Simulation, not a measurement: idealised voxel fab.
process module | voxel wiring stack
cross-section cut | 210 nm wide | cells 5 nm
A cross-section is a grid of square cells, given in bands from the top down. A band is one or more rows of cells.
Each band's line starts with the height of the band's top and of its bottom, in nm. Then come its materials from left to right, each with its width in nm. One material with "throughout" fills the band from edge to edge. "air" is empty space.
Height 0 is the level under which the wafer as received is all one material. The lowest band goes on downwards, as in "0 down".
A width such as "30 to 40" changes by the same amount from each row of cells to the next, from the band's top row to its bottom row.
"no change" after a step means that no cell of the cross-section changed.
closed voids: empty space of 8 cells or more with no open way to the top, each as width x height at its distance from the left edge, in nm
after a step's settings: what the simulator itself notes on the step
overlay nm, on a step with a mask: how far to the right of its planned place the mask lay; to the left if negative
plan
1 op RECEIVE | material Si
2 op CONFORMAL_DEP | material SiO2 | thk nm 15
3 op CONFORMAL_DEP | material SiCN | thk nm 5
4 op DIRECTIONAL_DEP | material lowk | thk nm 15
5 op PATTERN | tone open | mask id METAL_1 | material resist | width nm 30 | pitch nm 45 | thk nm 15 | overlay nm 0
6 op DIRECTIONAL_ETCH | etch materials lowk | depth nm 15
7 op DIRECTIONAL_ETCH | etch materials SiCN | depth nm 5
8 op STRIP | etch materials resist
9 op CONFORMAL_DEP | material TiN | thk nm 5
10 op FILL_DEP | material W | thk nm 5
11 op CMP | height nm 35
12 op CONFORMAL_DEP | material SiCN | thk nm 5
13 op DIRECTIONAL_DEP | material lowk | thk nm 20
14 op PATTERN | tone open | mask id PLUG_1 | material resist | width nm 15 | pitch nm 45 | thk nm 20 | overlay nm 0
15 op DIRECTIONAL_ETCH | etch materials lowk | depth nm 20
16 op DIRECTIONAL_ETCH | etch materials SiCN | depth nm 5
17 op STRIP | etch materials resist
18 op CONFORMAL_DEP | material TiN | thk nm 5
19 op FILL_DEP | material Ru | thk nm 10
20 op CMP | height nm 60
21 op DIRECTIONAL_DEP | material TiN | thk nm 5
22 op DIRECTIONAL_DEP | material W | thk nm 25
23 op DIRECTIONAL_DEP | material aC | thk nm 10
24 op PATTERN | tone cover | mask id METAL_2 | material resist | width nm 30 | pitch nm 45 | thk nm 30 | overlay nm 0
25 op DIRECTIONAL_ETCH | etch materials aC | depth nm 10
26 op STRIP | etch materials resist
27 op DIRECTIONAL_ETCH | etch materials W | depth nm 25
28 op DIRECTIONAL_ETCH | etch materials TiN | depth nm 5
29 op STRIP | etch materials aC
30 op FILL_DEP | material lowk | thk nm 5
31 op CMP | height nm 90
32 op CONFORMAL_DEP | material SiCN | thk nm 5
33 op DIRECTIONAL_DEP | material SiO2 | thk nm 35
34 op PATTERN | tone open | mask id METAL_3_HOLES | material resist | width nm 15 | pitch nm 45 | thk nm 20 | overlay nm 0
35 op DIRECTIONAL_ETCH | etch materials SiO2 | depth nm 35
36 op STRIP | etch materials resist
37 op DIRECTIONAL_DEP | material aC | thk nm 15
38 op PATTERN | tone open | mask id METAL_3 | material resist | width nm 30 | pitch nm 45 | thk nm 30 | overlay nm 0
39 op DIRECTIONAL_ETCH | etch materials aC | depth nm 15
40 op STRIP | etch materials resist
41 op DIRECTIONAL_ETCH | etch materials SiO2 | depth nm 20
42 op DIRECTIONAL_ETCH | etch materials SiCN | depth nm 5
43 op STRIP | etch materials aC
44 op CONFORMAL_DEP | material TiN | thk nm 5
45 op FILL_DEP | material Ru | thk nm 10
46 op CMP | height nm 130
47 op CONFORMAL_DEP | material SiN | thk nm 5
first wafer, as planned
as received, after step 1
  0 down: Si throughout
  closed voids: none
after step 2
  15 to 0: SiO2 throughout
  below 0: unchanged
after step 3
  20 to 15: SiCN throughout
  below 15: unchanged
after step 4
  35 to 20: lowk throughout
  below 20: unchanged
after step 5
  50 to 35: resist 20 | air 30 | resist 15 | air 30 | resist 15 | air 30 | resist 15 | air 30 | resist 25
  below 35: unchanged
after step 6
  50 to 35: resist 20 | air 30 | resist 15 | air 30 | resist 15 | air 30 | resist 15 | air 30 | resist 25
  35 to 20: lowk 20 | air 30 | lowk 15 | air 30 | lowk 15 | air 30 | lowk 15 | air 30 | lowk 25
  below 20: unchanged
after step 7
  50 to 35: resist 20 | air 30 | resist 15 | air 30 | resist 15 | air 30 | resist 15 | air 30 | resist 25
  35 to 20: lowk 20 | air 30 | lowk 15 | air 30 | lowk 15 | air 30 | lowk 15 | air 30 | lowk 25
  20 to 15: SiCN 20 | air 30 | SiCN 15 | air 30 | SiCN 15 | air 30 | SiCN 15 | air 30 | SiCN 25
  below 15: unchanged
after step 8
  35 to 20: lowk 20 | air 30 | lowk 15 | air 30 | lowk 15 | air 30 | lowk 15 | air 30 | lowk 25
  below 20: unchanged
after step 9
  40 to 35: TiN 25 | air 20 | TiN 25 | air 20 | TiN 25 | air 20 | TiN 25 | air 20 | TiN 30
  35 to 20: lowk 20 | TiN 5 | air 20 | TiN 5 | lowk 15 | TiN 5 | air 20 | TiN 5 | lowk 15 | TiN 5 | air 20 | TiN 5 | lowk 15 | TiN 5 | air 20 | TiN 5 | lowk 25
  20 to 15: SiCN 20 | TiN 30 | SiCN 15 | TiN 30 | SiCN 15 | TiN 30 | SiCN 15 | TiN 30 | SiCN 25
  below 15: unchanged
after step 10
  45 to 40: W throughout
  40 to 35: TiN 25 | W 20 | TiN 25 | W 20 | TiN 25 | W 20 | TiN 25 | W 20 | TiN 30
  35 to 20: lowk 20 | TiN 5 | W 20 | TiN 5 | lowk 15 | TiN 5 | W 20 | TiN 5 | lowk 15 | TiN 5 | W 20 | TiN 5 | lowk 15 | TiN 5 | W 20 | TiN 5 | lowk 25
  below 20: unchanged
after step 11
  35 to 20: lowk 20 | TiN 5 | W 20 | TiN 5 | lowk 15 | TiN 5 | W 20 | TiN 5 | lowk 15 | TiN 5 | W 20 | TiN 5 | lowk 15 | TiN 5 | W 20 | TiN 5 | lowk 25
  below 20: unchanged
after step 12
  40 to 35: SiCN throughout
  below 35: unchanged
after step 13
  60 to 40: lowk throughout
  below 40: unchanged
after step 14
  80 to 60: resist 20 | air 15 | resist 30 | air 15 | resist 30 | air 15 | resist 30 | air 15 | resist 40
  below 60: unchanged
after step 15
  80 to 60: resist 20 | air 15 | resist 30 | air 15 | resist 30 | air 15 | resist 30 | air 15 | resist 40
  60 to 40: lowk 20 | air 15 | lowk 30 | air 15 | lowk 30 | air 15 | lowk 30 | air 15 | lowk 40
  below 40: unchanged
after step 16
  80 to 60: resist 20 | air 15 | resist 30 | air 15 | resist 30 | air 15 | resist 30 | air 15 | resist 40
  60 to 40: lowk 20 | air 15 | lowk 30 | air 15 | lowk 30 | air 15 | lowk 30 | air 15 | lowk 40
  40 to 35: SiCN 20 | air 15 | SiCN 30 | air 15 | SiCN 30 | air 15 | SiCN 30 | air 15 | SiCN 40
  below 35: unchanged
after step 17
  60 to 40: lowk 20 | air 15 | lowk 30 | air 15 | lowk 30 | air 15 | lowk 30 | air 15 | lowk 40
  below 40: unchanged
after step 18
  65 to 60: TiN 25 | air 5 | TiN 40 | air 5 | TiN 40 | air 5 | TiN 40 | air 5 | TiN 45
  60 to 40: lowk 20 | TiN 5 | air 5 | TiN 5 | lowk 30 | TiN 5 | air 5 | TiN 5 | lowk 30 | TiN 5 | air 5 | TiN 5 | lowk 30 | TiN 5 | air 5 | TiN 5 | lowk 40
  40 to 35: SiCN 20 | TiN 15 | SiCN 30 | TiN 15 | SiCN 30 | TiN 15 | SiCN 30 | TiN 15 | SiCN 40
  below 35: unchanged
after step 19
  75 to 65: Ru throughout
  65 to 60: TiN 25 | Ru 5 | TiN 40 | Ru 5 | TiN 40 | Ru 5 | TiN 40 | Ru 5 | TiN 45
  60 to 40: lowk 20 | TiN 5 | Ru 5 | TiN 5 | lowk 30 | TiN 5 | Ru 5 | TiN 5 | lowk 30 | TiN 5 | Ru 5 | TiN 5 | lowk 30 | TiN 5 | Ru 5 | TiN 5 | lowk 40
  below 40: unchanged
after step 20
  60 to 40: lowk 20 | TiN 5 | Ru 5 | TiN 5 | lowk 30 | TiN 5 | Ru 5 | TiN 5 | lowk 30 | TiN 5 | Ru 5 | TiN 5 | lowk 30 | TiN 5 | Ru 5 | TiN 5 | lowk 40
  below 40: unchanged
after step 21
  65 to 60: TiN throughout
  below 60: unchanged
after step 22
  90 to 65: W throughout
  below 65: unchanged
after step 23
  100 to 90: aC throughout
  below 90: unchanged
after step 24
  130 to 100: air 20 | resist 30 | air 15 | resist 30 | air 15 | resist 30 | air 15 | resist 30 | air 25
  below 100: unchanged
after step 25
  120 to 100: air 20 | resist 30 | air 15 | resist 30 | air 15 | resist 30 | air 15 | resist 30 | air 25
  100 to 90: air 20 | aC 30 | air 15 | aC 30 | air 15 | aC 30 | air 15 | aC 30 | air 25
  below 90: unchanged
after step 26
  100 to 90: air 20 | aC 30 | air 15 | aC 30 | air 15 | aC 30 | air 15 | aC 30 | air 25
  below 90: unchanged
after step 27
  100 to 90: air 20 | aC 30 | air 15 | aC 30 | air 15 | aC 30 | air 15 | aC 30 | air 25
  90 to 65: air 20 | W 30 | air 15 | W 30 | air 15 | W 30 | air 15 | W 30 | air 25
  below 65: unchanged
after step 28
  100 to 90: air 20 | aC 30 | air 15 | aC 30 | air 15 | aC 30 | air 15 | aC 30 | air 25
  90 to 65: air 20 | W 30 | air 15 | W 30 | air 15 | W 30 | air 15 | W 30 | air 25
  65 to 60: air 20 | TiN 30 | air 15 | TiN 30 | air 15 | TiN 30 | air 15 | TiN 30 | air 25
  below 60: unchanged
after step 29
  90 to 65: air 20 | W 30 | air 15 | W 30 | air 15 | W 30 | air 15 | W 30 | air 25
  below 65: unchanged
after step 30
  95 to 90: lowk throughout
  90 to 65: lowk 20 | W 30 | lowk 15 | W 30 | lowk 15 | W 30 | lowk 15 | W 30 | lowk 25
  65 to 60: lowk 20 | TiN 30 | lowk 15 | TiN 30 | lowk 15 | TiN 30 | lowk 15 | TiN 30 | lowk 25
  below 60: unchanged
after step 31
  90 to 65: lowk 20 | W 30 | lowk 15 | W 30 | lowk 15 | W 30 | lowk 15 | W 30 | lowk 25
  below 65: unchanged
after step 32
  95 to 90: SiCN throughout
  below 90: unchanged
after step 33
  130 to 95: SiO2 throughout
  below 95: unchanged
after step 34
  150 to 130: resist 20 | air 15 | resist 30 | air 15 | resist 30 | air 15 | resist 30 | air 15 | resist 40
  below 130: unchanged
after step 35
  150 to 130: resist 20 | air 15 | resist 30 | air 15 | resist 30 | air 15 | resist 30 | air 15 | resist 40
  130 to 95: SiO2 20 | air 15 | SiO2 30 | air 15 | SiO2 30 | air 15 | SiO2 30 | air 15 | SiO2 40
  below 95: unchanged
after step 36
  130 to 95: SiO2 20 | air 15 | SiO2 30 | air 15 | SiO2 30 | air 15 | SiO2 30 | air 15 | SiO2 40
  below 95: unchanged
after step 37
  145 to 130: aC 20 | air 15 | aC 30 | air 15 | aC 30 | air 15 | aC 30 | air 15 | aC 40
  130 to 110: SiO2 20 | air 15 | SiO2 30 | air 15 | SiO2 30 | air 15 | SiO2 30 | air 15 | SiO2 40
  110 to 95: SiO2 20 | aC 15 | SiO2 30 | aC 15 | SiO2 30 | aC 15 | SiO2 30 | aC 15 | SiO2 40
  below 95: unchanged
after step 38
  175 to 145: resist 20 | air 30 | resist 15 | air 30 | resist 15 | air 30 | resist 15 | air 30 | resist 25
  below 145: unchanged
after step 39
  160 to 145: resist 20 | air 30 | resist 15 | air 30 | resist 15 | air 30 | resist 15 | air 30 | resist 25
  145 to 130: aC 20 | air 30 | aC 15 | air 30 | aC 15 | air 30 | aC 15 | air 30 | aC 25
  130 to 95: SiO2 20 | air 15 | SiO2 30 | air 15 | SiO2 30 | air 15 | SiO2 30 | air 15 | SiO2 40
  below 95: unchanged
after step 40
  145 to 130: aC 20 | air 30 | aC 15 | air 30 | aC 15 | air 30 | aC 15 | air 30 | aC 25
  below 130: unchanged
after step 41
  145 to 130: aC 20 | air 30 | aC 15 | air 30 | aC 15 | air 30 | aC 15 | air 30 | aC 25
  130 to 110: SiO2 20 | air 30 | SiO2 15 | air 30 | SiO2 15 | air 30 | SiO2 15 | air 30 | SiO2 25
  below 110: unchanged
after step 42
  145 to 130: aC 20 | air 30 | aC 15 | air 30 | aC 15 | air 30 | aC 15 | air 30 | aC 25
  130 to 110: SiO2 20 | air 30 | SiO2 15 | air 30 | SiO2 15 | air 30 | SiO2 15 | air 30 | SiO2 25
  110 to 95: SiO2 20 | air 15 | SiO2 30 | air 15 | SiO2 30 | air 15 | SiO2 30 | air 15 | SiO2 40
  95 to 90: SiCN 20 | air 15 | SiCN 30 | air 15 | SiCN 30 | air 15 | SiCN 30 | air 15 | SiCN 40
  below 90: unchanged
after step 43
  130 to 110: SiO2 20 | air 30 | SiO2 15 | air 30 | SiO2 15 | air 30 | SiO2 15 | air 30 | SiO2 25
  below 110: unchanged
after step 44
  135 to 130: TiN 25 | air 20 | TiN 25 | air 20 | TiN 25 | air 20 | TiN 25 | air 20 | TiN 30
  130 to 115: SiO2 20 | TiN 5 | air 20 | TiN 5 | SiO2 15 | TiN 5 | air 20 | TiN 5 | SiO2 15 | TiN 5 | air 20 | TiN 5 | SiO2 15 | TiN 5 | air 20 | TiN 5 | SiO2 25
  115 to 110: SiO2 20 | TiN 5 | air 5 | TiN 20 | SiO2 15 | TiN 5 | air 5 | TiN 20 | SiO2 15 | TiN 5 | air 5 | TiN 20 | SiO2 15 | TiN 5 | air 5 | TiN 20 | SiO2 25
  110 to 95: SiO2 20 | TiN 5 | air 5 | TiN 5 | SiO2 30 | TiN 5 | air 5 | TiN 5 | SiO2 30 | TiN 5 | air 5 | TiN 5 | SiO2 30 | TiN 5 | air 5 | TiN 5 | SiO2 40
  95 to 90: SiCN 20 | TiN 15 | SiCN 30 | TiN 15 | SiCN 30 | TiN 15 | SiCN 30 | TiN 15 | SiCN 40
  below 90: unchanged
after step 45
  145 to 135: Ru throughout
  135 to 130: TiN 25 | Ru 20 | TiN 25 | Ru 20 | TiN 25 | Ru 20 | TiN 25 | Ru 20 | TiN 30
  130 to 115: SiO2 20 | TiN 5 | Ru 20 | TiN 5 | SiO2 15 | TiN 5 | Ru 20 | TiN 5 | SiO2 15 | TiN 5 | Ru 20 | TiN 5 | SiO2 15 | TiN 5 | Ru 20 | TiN 5 | SiO2 25
  115 to 110: SiO2 20 | TiN 5 | Ru 5 | TiN 20 | SiO2 15 | TiN 5 | Ru 5 | TiN 20 | SiO2 15 | TiN 5 | Ru 5 | TiN 20 | SiO2 15 | TiN 5 | Ru 5 | TiN 20 | SiO2 25
  110 to 95: SiO2 20 | TiN 5 | Ru 5 | TiN 5 | SiO2 30 | TiN 5 | Ru 5 | TiN 5 | SiO2 30 | TiN 5 | Ru 5 | TiN 5 | SiO2 30 | TiN 5 | Ru 5 | TiN 5 | SiO2 40
  below 95: unchanged
after step 46
  130 to 115: SiO2 20 | TiN 5 | Ru 20 | TiN 5 | SiO2 15 | TiN 5 | Ru 20 | TiN 5 | SiO2 15 | TiN 5 | Ru 20 | TiN 5 | SiO2 15 | TiN 5 | Ru 20 | TiN 5 | SiO2 25
  below 115: unchanged
after step 47
  135 to 130: SiN throughout
  below 130: unchanged
second wafer: like start, like plan, one mistake. Through step 37 it matches the first wafer
when step 38 should have ended
  175 to 145: air 20 | resist 30 | air 15 | resist 30 | air 15 | resist 30 | air 15 | resist 30 | air 25
  145 to 130: aC 20 | resist 15 | aC 30 | resist 15 | aC 30 | resist 15 | aC 30 | resist 15 | aC 40
  130 to 110: SiO2 20 | resist 15 | SiO2 30 | resist 15 | SiO2 30 | resist 15 | SiO2 30 | resist 15 | SiO2 40
  below 110: unchanged
when step 39 should have ended
  160 to 145: air 20 | resist 30 | air 15 | resist 30 | air 15 | resist 30 | air 15 | resist 30 | air 25
  145 to 130: air 20 | resist 15 | aC 15 | air 15 | resist 15 | aC 15 | air 15 | resist 15 | aC 15 | air 15 | resist 15 | aC 15 | air 25
  below 130: unchanged
when step 40 should have ended
  145 to 130: air 35 | aC 15 | air 30 | aC 15 | air 30 | aC 15 | air 30 | aC 15 | air 25
  130 to 110: SiO2 20 | air 15 | SiO2 30 | air 15 | SiO2 30 | air 15 | SiO2 30 | air 15 | SiO2 40
  below 110: unchanged
when step 41 should have ended
  145 to 130: air 35 | aC 15 | air 30 | aC 15 | air 30 | aC 15 | air 30 | aC 15 | air 25
  130 to 110: air 35 | SiO2 15 | air 30 | SiO2 15 | air 30 | SiO2 15 | air 30 | SiO2 15 | air 25
  below 110: unchanged
when step 42 should have ended: no change
when step 43 should have ended
  130 to 110: air 35 | SiO2 15 | air 30 | SiO2 15 | air 30 | SiO2 15 | air 30 | SiO2 15 | air 25
  110 to 95: SiO2 20 | air 15 | SiO2 30 | air 15 | SiO2 30 | air 15 | SiO2 30 | air 15 | SiO2 40
  below 95: unchanged
when step 44 should have ended
  135 to 130: air 30 | TiN 25 | air 20 | TiN 25 | air 20 | TiN 25 | air 20 | TiN 25 | air 20
  130 to 115: air 30 | TiN 5 | SiO2 15 | TiN 5 | air 20 | TiN 5 | SiO2 15 | TiN 5 | air 20 | TiN 5 | SiO2 15 | TiN 5 | air 20 | TiN 5 | SiO2 15 | TiN 5 | air 20
  115 to 110: TiN 25 | air 5 | TiN 5 | SiO2 15 | TiN 20 | air 5 | TiN 5 | SiO2 15 | TiN 20 | air 5 | TiN 5 | SiO2 15 | TiN 20 | air 5 | TiN 5 | SiO2 15 | TiN 25
  110 to 100: SiO2 20 | TiN 5 | air 5 | TiN 5 | SiO2 30 | TiN 5 | air 5 | TiN 5 | SiO2 30 | TiN 5 | air 5 | TiN 5 | SiO2 30 | TiN 5 | air 5 | TiN 5 | SiO2 40
  100 to 95: SiO2 20 | TiN 15 | SiO2 30 | TiN 15 | SiO2 30 | TiN 15 | SiO2 30 | TiN 15 | SiO2 40
  below 95: unchanged
when step 45 should have ended
  145 to 135: Ru throughout
  135 to 130: Ru 30 | TiN 25 | Ru 20 | TiN 25 | Ru 20 | TiN 25 | Ru 20 | TiN 25 | Ru 20
  130 to 115: Ru 30 | TiN 5 | SiO2 15 | TiN 5 | Ru 20 | TiN 5 | SiO2 15 | TiN 5 | Ru 20 | TiN 5 | SiO2 15 | TiN 5 | Ru 20 | TiN 5 | SiO2 15 | TiN 5 | Ru 20
  115 to 110: TiN 25 | Ru 5 | TiN 5 | SiO2 15 | TiN 20 | Ru 5 | TiN 5 | SiO2 15 | TiN 20 | Ru 5 | TiN 5 | SiO2 15 | TiN 20 | Ru 5 | TiN 5 | SiO2 15 | TiN 25
  110 to 100: SiO2 20 | TiN 5 | Ru 5 | TiN 5 | SiO2 30 | TiN 5 | Ru 5 | TiN 5 | SiO2 30 | TiN 5 | Ru 5 | TiN 5 | SiO2 30 | TiN 5 | Ru 5 | TiN 5 | SiO2 40
  below 100: unchanged
when step 46 should have ended
  130 to 115: Ru 30 | TiN 5 | SiO2 15 | TiN 5 | Ru 20 | TiN 5 | SiO2 15 | TiN 5 | Ru 20 | TiN 5 | SiO2 15 | TiN 5 | Ru 20 | TiN 5 | SiO2 15 | TiN 5 | Ru 20
  below 115: unchanged
when step 47 should have ended
  135 to 130: SiN throughout
  below 130: unchanged
what went wrong: step 38 ran as: op PATTERN | tone cover | mask id METAL_3 | material resist | width nm 30 | pitch nm 45 | thk nm 30 | overlay nm 0
at the end the second wafer has, in cells: 14 more of Ru | 12 more of SiCN | 24 fewer of SiO2 | 2 fewer of TiN
